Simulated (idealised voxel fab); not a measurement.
Presented below is a process module, voxel ribs on slabs.
Square cells of 5 nm make up the cross-section cut, whose width is 145 nm.
Cross-section = grid of square cells, listed top down in bands; band = one or more rows. It is stipulated that each band's entry specify, in nanometres, the height of the top of the band and then that of its bottom, followed by the materials of the band in left-to-right sequence, each together with its width in nanometres. A single material marked by the word "everywhere" is understood to fill the band from edge to edge; the word "blank" is understood to denote empty space. Counting heights begins at 0, where everything beneath is, in the wafer as received, one material. The lowest band has no bottom; it goes on downwards, as "z 0 and below" shows. A width such as "30..40" changes by the same amount from each row of cells to the next, from the band's top row to its bottom row. Step marked "no change occurred"? Then no cell in the cross-section changed in it. Entry "Closed void roster" = empty spaces >= 8 cells with no open way to the top; each as width x height at distance, distance from left edge, all nm. Step line, after settings: the simulator's comment on this step. Each step line may optionally specify "overlay nm", which for a step with a mask gives the rightward distance between the mask's planned place and where it lay, a negative value indicating the leftward direction.

List of planned process steps
| 1 | RECEIVE with material Si |
| 2 | DIRECTIONAL_DEP with material SiO2, thk nm 20 |
| 3 | DIRECTIONAL_DEP with material polySi, thk nm 20 |
| 4 | DIRECTIONAL_DEP with material aC, thk nm 15 |
| 5 | PATTERN with tone cover, mask id RIB, material resist, width nm 15, thk nm 35, overlay nm 0 |
| 6 | DIRECTIONAL_ETCH with etch materials aC, depth nm 15 |
| 7 | STRIP with etch materials resist |
| 8 | DIRECTIONAL_ETCH with etch materials polySi, depth nm 15 |
| 9 | STRIP with etch materials aC |
| 10 | PATTERN with tone cover, mask id SLAB, material resist, width nm 65, thk nm 20, overlay nm 0 |
| 11 | DIRECTIONAL_ETCH with etch materials polySi, depth nm 5 |
| 12 | STRIP with etch materials resist |
| 13 | FILL_DEP with material SiO2, thk nm 20 |
| 14 | CMP with height nm 50 |
| 15 | DIRECTIONAL_DEP with material W, thk nm 5 |
| 16 | MASKED_ETCH with tone cover, mask id HEATER, width nm 25, etch materials W, depth nm 5, overlay nm 0 |
| 17 | CONFORMAL_DEP with material SiN, thk nm 5 |

Cross-section of the wafer as it came to us, i.e., already through step 1
z 0 and below = Si everywhere
Closed void roster: none

first wafer at the end, as planned
z 60 to 55 = 55 nm blank, 35 nm SiN, 55 nm blank
z 55 to 50 = 60 nm SiN, 25 nm W, 60 nm SiN
z 50 to 40 = SiO2 everywhere
z 40 to 25 = 65 nm SiO2, 15 nm polySi, 65 nm SiO2
z 25 to 20 = 40 nm SiO2, 65 nm polySi, 40 nm SiO2
z 20 to 0 = SiO2 everywhere
z 0 and below = Si everywhere
Closed void roster: none

Wafer two, sectioned after the module: the first wafer's start, the first wafer's plan, and one mistake in how it was run
z 55 to 50 = 60 nm blank, 25 nm W, 60 nm blank
z 50 to 40 = SiO2 everywhere
z 40 to 25 = 65 nm SiO2, 15 nm polySi, 65 nm SiO2
z 25 to 20 = 40 nm SiO2, 65 nm polySi, 40 nm SiO2
z 20 to 0 = SiO2 everywhere
z 0 and below = Si everywhere
Closed void roster: none
The plan and the run diverged here: plan step 17 skipped
Once processing is complete, comparing cell counts shows that the second wafer has more or fewer of certain materials than the first: 31 fewer of SiN
